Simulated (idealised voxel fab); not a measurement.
process module | voxel ribs on slabs
cross-section cut | 240 nm wide | cells 5 nm
A cross-section is a grid of square cells, given in bands from the top down. A band is one or more rows of cells.
Each band's line starts with the height of the band's top and of its bottom, in nm. Then come its materials from left to right, each with its width in nm. One material with "throughout" fills the band from edge to edge. "air" is empty space.
Height 0 is the level under which the wafer as received is all one material. The lowest band goes on downwards, as in "0 down".
A width such as "30 to 40" changes by the same amount from each row of cells to the next, from the band's top row to its bottom row.
"no change" after a step means that no cell of the cross-section changed.
closed voids: empty space of 8 cells or more with no open way to the top, each as width x height at its distance from the left edge, in nm
after a step's settings: what the simulator itself notes on the step
overlay nm, on a step with a mask: how far to the right of its planned place the mask lay; to the left if negative
plan
1 op RECEIVE | material Si
2 op DIRECTIONAL_DEP | material SiO2 | thk nm 25
3 op DIRECTIONAL_DEP | material polySi | thk nm 20
4 op PATTERN | tone cover | mask id RIB | material resist | width nm 25 | thk nm 15 | overlay nm 0
5 op DIRECTIONAL_ETCH | etch materials polySi | depth nm 5
6 op STRIP | etch materials resist
7 op PATTERN | tone cover | mask id SLAB | material resist | width nm 75 | thk nm 20 | overlay nm 0
8 op DIRECTIONAL_ETCH | etch materials polySi | depth nm 15
9 op STRIP | etch materials resist
10 op FILL_DEP | material SiO2 | thk nm 25
11 op CMP | height nm 65
12 op DIRECTIONAL_DEP | material TiN | thk nm 10
13 op MASKED_ETCH | tone cover | mask id HEATER | width nm 35 | etch materials TiN | depth nm 10 | overlay nm 0
14 op CONFORMAL_DEP | material SiO2 | thk nm 5
as received, after step 1
  0 down: Si throughout
  closed voids: none
a wafer at the end: this start, this plan, one mistake
  80 to 75: air 95 | SiO2 45 | air 100
  75 to 70: air 95 | SiO2 5 | TiN 35 | SiO2 5 | air 100
  70 to 65: SiO2 100 | TiN 35 | SiO2 105
  65 to 60: SiO2 105 | polySi 25 | SiO2 110
  60 to 45: SiO2 80 | polySi 75 | SiO2 85
  45 to 25: polySi throughout
  25 to 0: SiO2 throughout
  0 down: Si throughout
  closed voids: none
what went wrong: step 3 was run twice
